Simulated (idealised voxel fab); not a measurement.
Process module name: voxel self aligned contacts
Cross-section cut: width 235 nm, square cells of 5 nm.
Heads up, the way a cross-section reads in here is a grid of square cells, handed over as bands from the top down, with every band being one or more rows of cells. Heads up on the band format: heights come first, top then bottom, in nm. After that it's the materials left to right, each with its width in nm. A single material flagged "full width" fills the whole band edge to edge, and "empty" means there's empty space there. Heights from 0 (as-received wafer is one material below). Bottom band endless downward, as "0..down". Note: "30->40" means the width goes from the first number (top row of the band) to the second number (bottom row) in equal steps per row of cells. "left unchanged" (step): cross-section cells unchanged, all of them. The entry "Encapsulated voids" lists the empty spaces that cover at least 8 cells and have no open path to the top. Each is written as width x height at distance, where the distance is measured from the left edge and all three values are in nm. Where a step's line continues beyond its settings, the continuation is a remark by the simulator itself on that step. overlay nm: mask right of planned place by this much (step with mask). Neg. = left. Note on reading: below, each pair holds a cross-section from before one process step and one from after it; the one from after shows only down to the lowest band that changed. Beneath the pair, the step in between is stated along with its settings. The pairs can stem from different runs of this module on the same starting wafer. Where a pair's entry headed "Status quo ante" says so, and only there, that pair continues from the pair above it.

STATUS QUO ANTE
    45..40 | 60 SiO2, then 45 empty, then 20 SiO2, then 45 empty, then 65 SiO2
    40..25 | 30 SiO2, then 40 SiN, then 25 empty, then 40 SiN, then 25 empty, then 40 SiN, then 35 SiO2
    25..5 | 30 SiO2, then 5 SiN, then 30 polySi, then 5 SiN, then 25 empty, then 5 SiN, then 30 polySi, then 5 SiN, then 25 empty, then 5 SiN, then 30 polySi, then 5 SiN, then 35 SiO2
    5..0 | polySi full width
    0..-5 | SiO2 full width
    -5..down | Si full width
    Encapsulated voids: none

AS PROCESSED
    50..45 | 65 TiN, then 35 empty, then 30 TiN, then 35 empty, then 70 TiN
    45..40 | 60 SiO2, then 15 TiN, then 15 empty, then 15 TiN, then 20 SiO2, then 15 TiN, then 15 empty, then 15 TiN, then 65 SiO2
    40..25 | 30 SiO2, then 40 SiN, then 5 TiN, then 15 empty, then 5 TiN, then 40 SiN, then 5 TiN, then 15 empty, then 5 TiN, then 40 SiN, then 35 SiO2
    25..10 | 30 SiO2, then 5 SiN, then 30 polySi, then 5 SiN, then 5 TiN, then 15 empty, then 5 TiN, then 5 SiN, then 30 polySi, then 5 SiN, then 5 TiN, then 15 empty, then 5 TiN, then 5 SiN, then 30 polySi, then 5 SiN, then 35 SiO2
    10..5 | 30 SiO2, then 5 SiN, then 30 polySi, then 5 SiN, then 25 TiN, then 5 SiN, then 30 polySi, then 5 SiN, then 25 TiN, then 5 SiN, then 30 polySi, then 5 SiN, then 35 SiO2
    Below 5, no change.
    Encapsulated voids: none
Step linking the sections shown: CONFORMAL_DEP: material TiN, thk nm 5

Status quo ante: equal to the after panel directly above.

AS PROCESSED
    60..50 | Ru full width
    50..45 | 65 TiN, then 35 Ru, then 30 TiN, then 35 Ru, then 70 TiN
    45..40 | 60 SiO2, then 15 TiN, then 15 Ru, then 15 TiN, then 20 SiO2, then 15 TiN, then 15 Ru, then 15 TiN, then 65 SiO2
    40..25 | 30 SiO2, then 40 SiN, then 5 TiN, then 15 Ru, then 5 TiN, then 40 SiN, then 5 TiN, then 15 Ru, then 5 TiN, then 40 SiN, then 35 SiO2
    25..10 | 30 SiO2, then 5 SiN, then 30 polySi, then 5 SiN, then 5 TiN, then 15 Ru, then 5 TiN, then 5 SiN, then 30 polySi, then 5 SiN, then 5 TiN, then 15 Ru, then 5 TiN, then 5 SiN, then 30 polySi, then 5 SiN, then 35 SiO2
    Below 10, no change.
    Encapsulated voids: none
Step linking the sections shown: FILL_DEP: material Ru, thk nm 10

Status quo ante: equal to the after panel directly above.

AS PROCESSED
    45..40 | 60 SiO2, then 15 TiN, then 15 Ru, then 15 TiN, then 20 SiO2, then 15 TiN, then 15 Ru, then 15 TiN, then 65 SiO2
    Below 40, no change.
    Encapsulated voids: none
Step linking the sections shown: CMP: height nm 45

Status quo ante: equal to the after panel directly above.

AS PROCESSED
    50..45 | SiCN full width
    Below 45, no change.
    Encapsulated voids: none
Step linking the sections shown: CONFORMAL_DEP: material SiCN, thk nm 5

STATUS QUO ANTE
    40..25 | SiN full width
    25..0 | polySi full width
    0..-5 | SiO2 full width
    -5..down | Si full width
    Encapsulated voids: none

AS PROCESSED
    55..40 | 30 empty, then 40 resist, then 25 empty, then 40 resist, then 25 empty, then 40 resist, then 35 empty
    Below 40, no change.
    Encapsulated voids: none
Step linking the sections shown: PATTERN: tone cover, mask id GATE, material resist, width nm 40, pitch nm 65, thk nm 15, overlay nm 0

Status quo ante: equal to the after panel directly above.

AS PROCESSED
    55..40 | 30 empty, then 40 resist, then 25 empty, then 40 resist, then 25 empty, then 40 resist, then 35 empty
    40..25 | 30 empty, then 40 SiN, then 25 empty, then 40 SiN, then 25 empty, then 40 SiN, then 35 empty
    Below 25, no change.
    Encapsulated voids: none
Step linking the sections shown: DIRECTIONAL_ETCH: etch materials SiN, depth nm 15

Status quo ante: equal to the after panel directly above.

AS PROCESSED
    55..40 | 30 empty, then 40 resist, then 25 empty, then 40 resist, then 25 empty, then 40 resist, then 35 empty
    40..25 | 30 empty, then 40 SiN, then 25 empty, then 40 SiN, then 25 empty, then 40 SiN, then 35 empty
    25..0 | 30 empty, then 40 polySi, then 25 empty, then 40 polySi, then 25 empty, then 40 polySi, then 35 empty
    Below 0, no change.
    Encapsulated voids: none
Step linking the sections shown: DIRECTIONAL_ETCH: etch materials polySi, depth nm 25

Status quo ante: equal to the after panel directly above.

AS PROCESSED
    40..25 | 30 empty, then 40 SiN, then 25 empty, then 40 SiN, then 25 empty, then 40 SiN, then 35 empty
    Below 25, no change.
    Encapsulated voids: none
Step linking the sections shown: STRIP: etch materials resist

Status quo ante: equal to the after panel directly above.

AS PROCESSED
    45..25 | 25 empty, then 50 SiN, then 15 empty, then 50 SiN, then 15 empty, then 50 SiN, then 30 empty
    25..5 | 25 empty, then 5 SiN, then 40 polySi, then 5 SiN, then 15 empty, then 5 SiN, then 40 polySi, then 5 SiN, then 15 empty, then 5 SiN, then 40 polySi, then 5 SiN, then 30 empty
    5..0 | 30 SiN, then 40 polySi, then 25 SiN, then 40 polySi, then 25 SiN, then 40 polySi, then 35 SiN
    Below 0, no change.
    Encapsulated voids: none
Step linking the sections shown: CONFORMAL_DEP: material SiN, thk nm 5

Status quo ante: equal to the after panel directly above.

AS PROCESSED
    40..25 | 25 empty, then 50 SiN, then 15 empty, then 50 SiN, then 15 empty, then 50 SiN, then 30 empty
    25..0 | 25 empty, then 5 SiN, then 40 polySi, then 5 SiN, then 15 empty, then 5 SiN, then 40 polySi, then 5 SiN, then 15 empty, then 5 SiN, then 40 polySi, then 5 SiN, then 30 empty
    Below 0, no change.
    Encapsulated voids: none
Step linking the sections shown: DIRECTIONAL_ETCH: etch materials SiN, depth nm 5

Status quo ante: equal to the after panel directly above.

AS PROCESSED
    55..40 | SiO2 full width
    40..25 | 25 SiO2, then 50 SiN, then 15 SiO2, then 50 SiN, then 15 SiO2, then 50 SiN, then 30 SiO2
    25..0 | 25 SiO2, then 5 SiN, then 40 polySi, then 5 SiN, then 15 SiO2, then 5 SiN, then 40 polySi, then 5 SiN, then 15 SiO2, then 5 SiN, then 40 polySi, then 5 SiN, then 30 SiO2
    Below 0, no change.
    Encapsulated voids: none
Step linking the sections shown: FILL_DEP: material SiO2, thk nm 15

Status quo ante: equal to the after panel directly above.

AS PROCESSED
    45..40 | SiO2 full width
    Below 40, no change.
    Encapsulated voids: none
Step linking the sections shown: CMP: height nm 45

Status quo ante: equal to the after panel directly above.

AS PROCESSED
    60..45 | aC full width
    Below 45, no change.
    Encapsulated voids: none
Step linking the sections shown: DIRECTIONAL_DEP: material aC, thk nm 15

Status quo ante: equal to the after panel directly above.

AS PROCESSED
    90..60 | 60 resist, then 45 empty, then 20 resist, then 45 empty, then 65 resist
    Below 60, no change.
    Encapsulated voids: none
Step linking the sections shown: PATTERN: tone open, mask id CONTACT, material resist, width nm 45, pitch nm 65, thk nm 30, overlay nm 0

Status quo ante: equal to the after panel directly above.

AS PROCESSED
    75..60 | 60 resist, then 45 empty, then 20 resist, then 45 empty, then 65 resist
    60..45 | 60 aC, then 45 empty, then 20 aC, then 45 empty, then 65 aC
    Below 45, no change.
    Encapsulated voids: none
Step linking the sections shown: DIRECTIONAL_ETCH: etch materials aC, depth nm 15

Status quo ante: equal to the after panel directly above.

AS PROCESSED
    60..45 | 60 aC, then 45 empty, then 20 aC, then 45 empty, then 65 aC
    Below 45, no change.
    Encapsulated voids: none
Step linking the sections shown: STRIP: etch materials resist

Status quo ante: equal to the after panel directly above.

AS PROCESSED
    60..45 | 60 aC, then 45 empty, then 20 aC, then 45 empty, then 65 aC
    45..40 | 60 SiO2, then 45 empty, then 20 SiO2, then 45 empty, then 65 SiO2
    40..25 | 25 SiO2, then 50 SiN, then 15 empty, then 50 SiN, then 15 empty, then 50 SiN, then 30 SiO2
    25..0 | 25 SiO2, then 5 SiN, then 40 polySi, then 5 SiN, then 15 empty, then 5 SiN, then 40 polySi, then 5 SiN, then 15 empty, then 5 SiN, then 40 polySi, then 5 SiN, then 30 SiO2
    0..-5 | 75 SiO2, then 15 empty, then 50 SiO2, then 15 empty, then 80 SiO2
    Below -5, no change.
    Encapsulated voids: none
Step linking the sections shown: DIRECTIONAL_ETCH: etch materials SiO2, depth nm 50

Status quo ante: equal to the after panel directly above.

AS PROCESSED
    45..40 | 60 SiO2, then 45 empty, then 20 SiO2, then 45 empty, then 65 SiO2
    Below 40, no change.
    Encapsulated voids: none
Step linking the sections shown: STRIP: etch materials aC

Status quo ante: equal to the after panel directly above.

AS PROCESSED
    50..45 | 65 TiN, then 35 empty, then 30 TiN, then 35 empty, then 70 TiN
    45..40 | 60 SiO2, then 20 TiN, then 5 empty, then 20 TiN, then 20 SiO2, then 20 TiN, then 5 empty, then 20 TiN, then 65 SiO2
    40..25 | 25 SiO2, then 50 SiN, then 5 TiN, then 5 empty, then 5 TiN, then 50 SiN, then 5 TiN, then 5 empty, then 5 TiN, then 50 SiN, then 30 SiO2
    25..0 | 25 SiO2, then 5 SiN, then 40 polySi, then 5 SiN, then 5 TiN, then 5 empty, then 5 TiN, then 5 SiN, then 40 polySi, then 5 SiN, then 5 TiN, then 5 empty, then 5 TiN, then 5 SiN, then 40 polySi, then 5 SiN, then 30 SiO2
    0..-5 | 75 SiO2, then 15 TiN, then 50 SiO2, then 15 TiN, then 80 SiO2
    Below -5, no change.
    Encapsulated voids: none
Step linking the sections shown: CONFORMAL_DEP: material TiN, thk nm 5

Status quo ante: equal to the after panel directly above.

AS PROCESSED
    60..50 | Ru full width
    50..45 | 65 TiN, then 35 Ru, then 30 TiN, then 35 Ru, then 70 TiN
    45..40 | 60 SiO2, then 20 TiN, then 5 Ru, then 20 TiN, then 20 SiO2, then 20 TiN, then 5 Ru, then 20 TiN, then 65 SiO2
    40..25 | 25 SiO2, then 50 SiN, then 5 TiN, then 5 Ru, then 5 TiN, then 50 SiN, then 5 TiN, then 5 Ru, then 5 TiN, then 50 SiN, then 30 SiO2
    25..0 | 25 SiO2, then 5 SiN, then 40 polySi, then 5 SiN, then 5 TiN, then 5 Ru, then 5 TiN, then 5 SiN, then 40 polySi, then 5 SiN, then 5 TiN, then 5 Ru, then 5 TiN, then 5 SiN, then 40 polySi, then 5 SiN, then 30 SiO2
    Below 0, no change.
    Encapsulated voids: none
Step linking the sections shown: FILL_DEP: material Ru, thk nm 10

Status quo ante: equal to the after panel directly above.

AS PROCESSED
    45..40 | 60 SiO2, then 20 TiN, then 5 Ru, then 20 TiN, then 20 SiO2, then 20 TiN, then 5 Ru, then 20 TiN, then 65 SiO2
    Below 40, no change.
    Encapsulated voids: none
Step linking the sections shown: CMP: height nm 45

Status quo ante: equal to the after panel directly above.

AS PROCESSED
    50..45 | SiCN full width
    Below 45, no change.
    Encapsulated voids: none
Step linking the sections shown: CONFORMAL_DEP: material SiCN, thk nm 5

STATUS QUO ANTE
    60..45 | aC full width
    45..40 | SiO2 full width
    40..25 | 30 SiO2, then 40 SiN, then 25 SiO2, then 40 SiN, then 25 SiO2, then 40 SiN, then 35 SiO2
    25..0 | 30 SiO2, then 5 SiN, then 30 polySi, then 5 SiN, then 25 SiO2, then 5 SiN, then 30 polySi, then 5 SiN, then 25 SiO2, then 5 SiN, then 30 polySi, then 5 SiN, then 35 SiO2
    0..-5 | SiO2 full width
    -5..down | Si full width
    Encapsulated voids: none

AS PROCESSED
    90..60 | 55 resist, then 45 empty, then 20 resist, then 45 empty, then 70 resist
    Below 60, no change.
    Encapsulated voids: none
Step linking the sections shown: PATTERN: tone open, mask id CONTACT, material resist, width nm 45, pitch nm 65, thk nm 30, overlay nm -5

Status quo ante: equal to the after panel directly above.

AS PROCESSED
    75..60 | 55 resist, then 45 empty, then 20 resist, then 45 empty, then 70 resist
    60..45 | 55 aC, then 45 empty, then 20 aC, then 45 empty, then 70 aC
    Below 45, no change.
    Encapsulated voids: none
Step linking the sections shown: DIRECTIONAL_ETCH: etch materials aC, depth nm 15

Status quo ante: equal to the after panel directly above.

AS PROCESSED
    60..45 | 55 aC, then 45 empty, then 20 aC, then 45 empty, then 70 aC
    Below 45, no change.
    Encapsulated voids: none
Step linking the sections shown: STRIP: etch materials resist

Status quo ante: equal to the after panel directly above.

AS PROCESSED
    60..45 | 55 aC, then 45 empty, then 20 aC, then 45 empty, then 70 aC
    45..40 | 55 SiO2, then 45 empty, then 20 SiO2, then 45 empty, then 70 SiO2
    40..25 | 30 SiO2, then 40 SiN, then 25 empty, then 40 SiN, then 25 empty, then 40 SiN, then 35 SiO2
    25..0 | 30 SiO2, then 5 SiN, then 30 polySi, then 5 SiN, then 25 empty, then 5 SiN, then 30 polySi, then 5 SiN, then 25 empty, then 5 SiN, then 30 polySi, then 5 SiN, then 35 SiO2
    0..-5 | 70 SiO2, then 25 empty, then 40 SiO2, then 25 empty, then 75 SiO2
    Below -5, no change.
    Encapsulated voids: none
Step linking the sections shown: DIRECTIONAL_ETCH: etch materials SiO2, depth nm 50

Status quo ante: equal to the after panel directly above.

AS PROCESSED
    45..40 | 55 SiO2, then 45 empty, then 20 SiO2, then 45 empty, then 70 SiO2
    Below 40, no change.
    Encapsulated voids: none
Step linking the sections shown: STRIP: etch materials aC

Status quo ante: equal to the after panel directly above.

AS PROCESSED
    50..45 | 60 TiN, then 35 empty, then 30 TiN, then 35 empty, then 75 TiN
    45..40 | 55 SiO2, then 20 TiN, then 15 empty, then 10 TiN, then 20 SiO2, then 20 TiN, then 15 empty, then 10 TiN, then 70 SiO2
    40..25 | 30 SiO2, then 40 SiN, then 5 TiN, then 15 empty, then 5 TiN, then 40 SiN, then 5 TiN, then 15 empty, then 5 TiN, then 40 SiN, then 35 SiO2
    25..0 | 30 SiO2, then 5 SiN, then 30 polySi, then 5 SiN, then 5 TiN, then 15 empty, then 5 TiN, then 5 SiN, then 30 polySi, then 5 SiN, then 5 TiN, then 15 empty, then 5 TiN, then 5 SiN, then 30 polySi, then 5 SiN, then 35 SiO2
    0..-5 | 70 SiO2, then 25 TiN, then 40 SiO2, then 25 TiN, then 75 SiO2
    Below -5, no change.
    Encapsulated voids: none
Step linking the sections shown: CONFORMAL_DEP: material TiN, thk nm 5

Status quo ante: equal to the after panel directly above.

AS PROCESSED
    60..50 | Ru full width
    50..45 | 60 TiN, then 35 Ru, then 30 TiN, then 35 Ru, then 75 TiN
    45..40 | 55 SiO2, then 20 TiN, then 15 Ru, then 10 TiN, then 20 SiO2, then 20 TiN, then 15 Ru, then 10 TiN, then 70 SiO2
    40..25 | 30 SiO2, then 40 SiN, then 5 TiN, then 15 Ru, then 5 TiN, then 40 SiN, then 5 TiN, then 15 Ru, then 5 TiN, then 40 SiN, then 35 SiO2
    25..0 | 30 SiO2, then 5 SiN, then 30 polySi, then 5 SiN, then 5 TiN, then 15 Ru, then 5 TiN, then 5 SiN, then 30 polySi, then 5 SiN, then 5 TiN, then 15 Ru, then 5 TiN, then 5 SiN, then 30 polySi, then 5 SiN, then 35 SiO2
    Below 0, no change.
    Encapsulated voids: none
Step linking the sections shown: FILL_DEP: material Ru, thk nm 10

Status quo ante: equal to the after panel directly above.

AS PROCESSED
    45..40 | 55 SiO2, then 20 TiN, then 15 Ru, then 10 TiN, then 20 SiO2, then 20 TiN, then 15 Ru, then 10 TiN, then 70 SiO2
    Below 40, no change.
    Encapsulated voids: none
Step linking the sections shown: CMP: height nm 45

Status quo ante: equal to the after panel directly above.

AS PROCESSED
    50..45 | SiCN full width
    Below 45, no change.
    Encapsulated voids: none
Step linking the sections shown: CONFORMAL_DEP: material SiCN, thk nm 5

STATUS QUO ANTE
    45..40 | 60 SiO2, then 45 empty, then 20 SiO2, then 45 empty, then 65 SiO2
    40..25 | 30 SiO2, then 40 SiN, then 25 empty, then 40 SiN, then 25 empty, then 40 SiN, then 35 SiO2
    25..0 | 30 SiO2, then 5 SiN, then 30 polySi, then 5 SiN, then 25 empty, then 5 SiN, then 30 polySi, then 5 SiN, then 25 empty, then 5 SiN, then 30 polySi, then 5 SiN, then 35 SiO2
    0..-5 | 70 SiO2, then 25 empty, then 40 SiO2, then 25 empty, then 75 SiO2
    -5..down | Si full width
    Encapsulated voids: none

AS PROCESSED
    50..45 | 65 polySi, then 35 empty, then 30 polySi, then 35 empty, then 70 polySi
    45..40 | 60 SiO2, then 15 polySi, then 15 empty, then 15 polySi, then 20 SiO2, then 15 polySi, then 15 empty, then 15 polySi, then 65 SiO2
    40..25 | 30 SiO2, then 40 SiN, then 5 polySi, then 15 empty, then 5 polySi, then 40 SiN, then 5 polySi, then 15 empty, then 5 polySi, then 40 SiN, then 35 SiO2
    25..0 | 30 SiO2, then 5 SiN, then 30 polySi, then 5 SiN, then 5 polySi, then 15 empty, then 5 polySi, then 5 SiN, then 30 polySi, then 5 SiN, then 5 polySi, then 15 empty, then 5 polySi, then 5 SiN, then 30 polySi, then 5 SiN, then 35 SiO2
    0..-5 | 70 SiO2, then 25 polySi, then 40 SiO2, then 25 polySi, then 75 SiO2
    Below -5, no change.
    Encapsulated voids: none
Step linking the sections shown: CONFORMAL_DEP: material polySi, thk nm 5

Status quo ante: equal to the after panel directly above.

AS PROCESSED
    60..50 | Ru full width
    50..45 | 65 polySi, then 35 Ru, then 30 polySi, then 35 Ru, then 70 polySi
    45..40 | 60 SiO2, then 15 polySi, then 15 Ru, then 15 polySi, then 20 SiO2, then 15 polySi, then 15 Ru, then 15 polySi, then 65 SiO2
    40..25 | 30 SiO2, then 40 SiN, then 5 polySi, then 15 Ru, then 5 polySi, then 40 SiN, then 5 polySi, then 15 Ru, then 5 polySi, then 40 SiN, then 35 SiO2
    25..0 | 30 SiO2, then 5 SiN, then 30 polySi, then 5 SiN, then 5 polySi, then 15 Ru, then 5 polySi, then 5 SiN, then 30 polySi, then 5 SiN, then 5 polySi, then 15 Ru, then 5 polySi, then 5 SiN, then 30 polySi, then 5 SiN, then 35 SiO2
    Below 0, no change.
    Encapsulated voids: none
Step linking the sections shown: FILL_DEP: material Ru, thk nm 10

Status quo ante: equal to the after panel directly above.

AS PROCESSED
    45..40 | 60 SiO2, then 15 polySi, then 15 Ru, then 15 polySi, then 20 SiO2, then 15 polySi, then 15 Ru, then 15 polySi, then 65 SiO2
    Below 40, no change.
    Encapsulated voids: none
Step linking the sections shown: CMP: height nm 45

Status quo ante: equal to the after panel directly above.

AS PROCESSED
    50..45 | SiCN full width
    Below 45, no change.
    Encapsulated voids: none
Step linking the sections shown: CONFORMAL_DEP: material SiCN, thk nm 5

STATUS QUO ANTE
    60..45 | aC full width
    45..40 | SiO2 full width
    40..25 | 30 SiO2, then 40 SiN, then 25 SiO2, then 40 SiN, then 25 SiO2, then 40 SiN, then 35 SiO2
    25..0 | 30 SiO2, then 5 SiN, then 30 polySi, then 5 SiN, then 25 SiO2, then 5 SiN, then 30 polySi, then 5 SiN, then 25 SiO2, then 5 SiN, then 30 polySi, then 5 SiN, then 35 SiO2
    0..-5 | SiO2 full width
    -5..down | Si full width
    Encapsulated voids: none

AS PROCESSED
    90..60 | 60 empty, then 45 resist, then 20 empty, then 45 resist, then 65 empty
    Below 60, no change.
    Encapsulated voids: none
Step linking the sections shown: PATTERN: tone cover, mask id CONTACT, material resist, width nm 45, pitch nm 65, thk nm 30, overlay nm 0

Status quo ante: equal to the after panel directly above.

AS PROCESSED
    75..60 | 60 empty, then 45 resist, then 20 empty, then 45 resist, then 65 empty
    60..45 | 60 empty, then 45 aC, then 20 empty, then 45 aC, then 65 empty
    Below 45, no change.
    Encapsulated voids: none
Step linking the sections shown: DIRECTIONAL_ETCH: etch materials aC, depth nm 15

Status quo ante: equal to the after panel directly above.

AS PROCESSED
    60..45 | 60 empty, then 45 aC, then 20 empty, then 45 aC, then 65 empty
    Below 45, no change.
    Encapsulated voids: none
Step linking the sections shown: STRIP: etch materials resist

Status quo ante: equal to the after panel directly above.

AS PROCESSED
    60..45 | 60 empty, then 45 aC, then 20 empty, then 45 aC, then 65 empty
    45..40 | 60 empty, then 45 SiO2, then 20 empty, then 45 SiO2, then 65 empty
    40..25 | 30 empty, then 40 SiN, then 25 SiO2, then 40 SiN, then 25 SiO2, then 40 SiN, then 35 empty
    25..0 | 30 empty, then 5 SiN, then 30 polySi, then 5 SiN, then 25 SiO2, then 5 SiN, then 30 polySi, then 5 SiN, then 25 SiO2, then 5 SiN, then 30 polySi, then 5 SiN, then 35 empty
    0..-5 | 30 empty, then 170 SiO2, then 35 empty
    Below -5, no change.
    Encapsulated voids: none
Step linking the sections shown: DIRECTIONAL_ETCH: etch materials SiO2, depth nm 50

Status quo ante: equal to the after panel directly above.

AS PROCESSED
    45..40 | 60 empty, then 45 SiO2, then 20 empty, then 45 SiO2, then 65 empty
    Below 40, no change.
    Encapsulated voids: none
Step linking the sections shown: STRIP: etch materials aC

Status quo ante: equal to the after panel directly above.

AS PROCESSED
    50..45 | 55 empty, then 55 TiN, then 10 empty, then 55 TiN, then 60 empty
    45..40 | 25 empty, then 35 TiN, then 45 SiO2, then 20 TiN, then 45 SiO2, then 35 TiN, then 30 empty
    40..25 | 25 empty, then 5 TiN, then 40 SiN, then 25 SiO2, then 40 SiN, then 25 SiO2, then 40 SiN, then 5 TiN, then 30 empty
    25..0 | 25 empty, then 5 TiN, then 5 SiN, then 30 polySi, then 5 SiN, then 25 SiO2, then 5 SiN, then 30 polySi, then 5 SiN, then 25 SiO2, then 5 SiN, then 30 polySi, then 5 SiN, then 5 TiN, then 30 empty
    0..-5 | 30 TiN, then 170 SiO2, then 35 TiN
    Below -5, no change.
    Encapsulated voids: none
Step linking the sections shown: CONFORMAL_DEP: material TiN, thk nm 5

Status quo ante: equal to the after panel directly above.

AS PROCESSED
    60..50 | Ru full width
    50..45 | 55 Ru, then 55 TiN, then 10 Ru, then 55 TiN, then 60 Ru
    45..40 | 25 Ru, then 35 TiN, then 45 SiO2, then 20 TiN, then 45 SiO2, then 35 TiN, then 30 Ru
    40..25 | 25 Ru, then 5 TiN, then 40 SiN, then 25 SiO2, then 40 SiN, then 25 SiO2, then 40 SiN, then 5 TiN, then 30 Ru
    25..0 | 25 Ru, then 5 TiN, then 5 SiN, then 30 polySi, then 5 SiN, then 25 SiO2, then 5 SiN, then 30 polySi, then 5 SiN, then 25 SiO2, then 5 SiN, then 30 polySi, then 5 SiN, then 5 TiN, then 30 Ru
    Below 0, no change.
    Encapsulated voids: none
Step linking the sections shown: FILL_DEP: material Ru, thk nm 10

Status quo ante: equal to the after panel directly above.

AS PROCESSED
    45..40 | 25 Ru, then 35 TiN, then 45 SiO2, then 20 TiN, then 45 SiO2, then 35 TiN, then 30 Ru
    Below 40, no change.
    Encapsulated voids: none
Step linking the sections shown: CMP: height nm 45

Status quo ante: equal to the after panel directly above.

AS PROCESSED
    50..45 | SiCN full width
    Below 45, no change.
    Encapsulated voids: none
Step linking the sections shown: CONFORMAL_DEP: material SiCN, thk nm 5
